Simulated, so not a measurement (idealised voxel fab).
A process module follows: voxel air gaps.
Xsec cut, 250 nm wide, square cell size 5 nm.
How to read a cross-section here: the picture is a grid of square cells, written as bands going from the top down, and any band can span one or more rows of cells.
Each band's line starts with the height of the band's top and of its bottom, in nm. Then come its materials from left to right, each with its width in nm. One material with "edge to edge" fills the band from edge to edge. "blank" is empty space.
Note: height 0 marks the level under which the wafer is uniformly one material as received. Lowest band unbounded below, written "z 0 and below".
Think of "30 to 40" as a width that walks from the first number to the second as you go down the band, top row to bottom row, taking equal-sized steps from row to row.
"same as before" (step): cross-section cells unchanged, all of them.
"Enclosed void catalog" means: voids of 8 cells or more that are shut off from the top with no open way through. Written width x height at distance, distance from the left edge, in nm.
Note: text after step settings on the step line = simulator remark on that step.
"overlay nm" on a masked step: distance the mask lay right of its planned place, negative for left.

THIS SECTION LISTS THE PROCESS STEPS THAT WERE PLANNED
1. RECEIVE (material Si)
2. CONFORMAL_DEP (material SiO2; thk nm 15)
3. CONFORMAL_DEP (material SiN; thk nm 5)
4. DIRECTIONAL_DEP (material SiO2; thk nm 40)
5. DIRECTIONAL_DEP (material aC; thk nm 15)
6. PATTERN (tone open; mask id LINES; material resist; width nm 15; pitch nm 40; thk nm 35; overlay nm 0)
7. DIRECTIONAL_ETCH (etch materials aC; depth nm 15)
8. STRIP (etch materials resist)
9. DIRECTIONAL_ETCH (etch materials SiO2; depth nm 40)
10. STRIP (etch materials aC)
11. CONFORMAL_DEP (material TiN; thk nm 5)
12. FILL_DEP (material Cu; thk nm 5)
13. CMP (height nm 60)
14. EPI (material Ru; thk nm 10)
15. SELECTIVE_ETCH (etch materials SiO2; depth nm 50)
16. CONFORMAL_DEP (material SiCN; thk nm 5)

AS-RECEIVED WAFER CROSS-SECTION (AFTER STEP 1)
  z 0 and below: Si edge to edge
  Enclosed void catalog: none

CROSS-SECTION: FIRST OF TWO WAFERS, MODULE FINISHED, RUN ACCORDING TO PLAN
  z 75 to 70: 60 of blank / 125 of SiCN / 65 of blank
  z 70 to 60: 60 of blank / 5 of SiCN / 35 of Ru / 5 of SiCN / 35 of Ru / 5 of SiCN / 35 of Ru / 5 of SiCN / 65 of blank
  z 60 to 55: 60 of blank / 15 of SiCN / 5 of TiN / 5 of Cu / 5 of TiN / 25 of SiCN / 5 of TiN / 5 of Cu / 5 of TiN / 25 of SiCN / 5 of TiN / 5 of Cu / 5 of TiN / 15 of SiCN / 65 of blank
  z 55 to 25: 70 of blank / 5 of SiCN / 5 of TiN / 5 of Cu / 5 of TiN / 5 of SiCN / 15 of blank / 5 of SiCN / 5 of TiN / 5 of Cu / 5 of TiN / 5 of SiCN / 15 of blank / 5 of SiCN / 5 of TiN / 5 of Cu / 5 of TiN / 5 of SiCN / 75 of blank
  z 25 to 20: 75 of SiCN / 15 of TiN / 25 of SiCN / 15 of TiN / 25 of SiCN / 15 of TiN / 80 of SiCN
  z 20 to 15: SiN edge to edge
  z 15 to 0: SiO2 edge to edge
  z 0 and below: Si edge to edge
  Enclosed void catalog: 15 x 30 at 95; 15 x 30 at 135

CROSS-SECTIONAL VIEW OF THE SECOND OF TWO WAFERS UPON COMPLETION OF THE MODULE. THIS WAFER SHARED ITS STARTING CONDITION AND PROCESS PLAN WITH THE FIRST; ONE ERROR WAS MADE DURING ITS EXECUTION
  z 75 to 70: 55 of blank / 135 of SiCN / 60 of blank
  z 70 to 60: 55 of blank / 5 of SiCN / 125 of Ru / 5 of SiCN / 60 of blank
  z 60 to 55: 55 of blank / 15 of SiCN / 5 of TiN / 15 of Cu / 5 of TiN / 15 of SiO2 / 5 of TiN / 15 of Cu / 5 of TiN / 15 of SiO2 / 5 of TiN / 15 of Cu / 5 of TiN / 15 of SiCN / 60 of blank
  z 55 to 25: 65 of blank / 5 of SiCN / 5 of TiN / 15 of Cu / 5 of TiN / 15 of SiO2 / 5 of TiN / 15 of Cu / 5 of TiN / 15 of SiO2 / 5 of TiN / 15 of Cu / 5 of TiN / 5 of SiCN / 70 of blank
  z 25 to 20: 70 of SiCN / 25 of TiN / 15 of SiO2 / 25 of TiN / 15 of SiO2 / 25 of TiN / 75 of SiCN
  z 20 to 15: SiN edge to edge
  z 15 to 0: SiO2 edge to edge
  z 0 and below: Si edge to edge
  Enclosed void catalog: none
Where did the run depart from the plan? planned and actual differ for step 6; actual: PATTERN (tone open; mask id LINES; material resist; width nm 25; pitch nm 40; thk nm 35; overlay nm 0)
Final tally in cells, some materials are higher or lower on the second wafer than on the first: Cu: 42 more; Ru: 8 more; SiCN: 48 fewer; SiO2: 48 more; TiN: 6 more
In the final state there are 2 closed voids in the first wafer, compared with 0 in the second wafer.
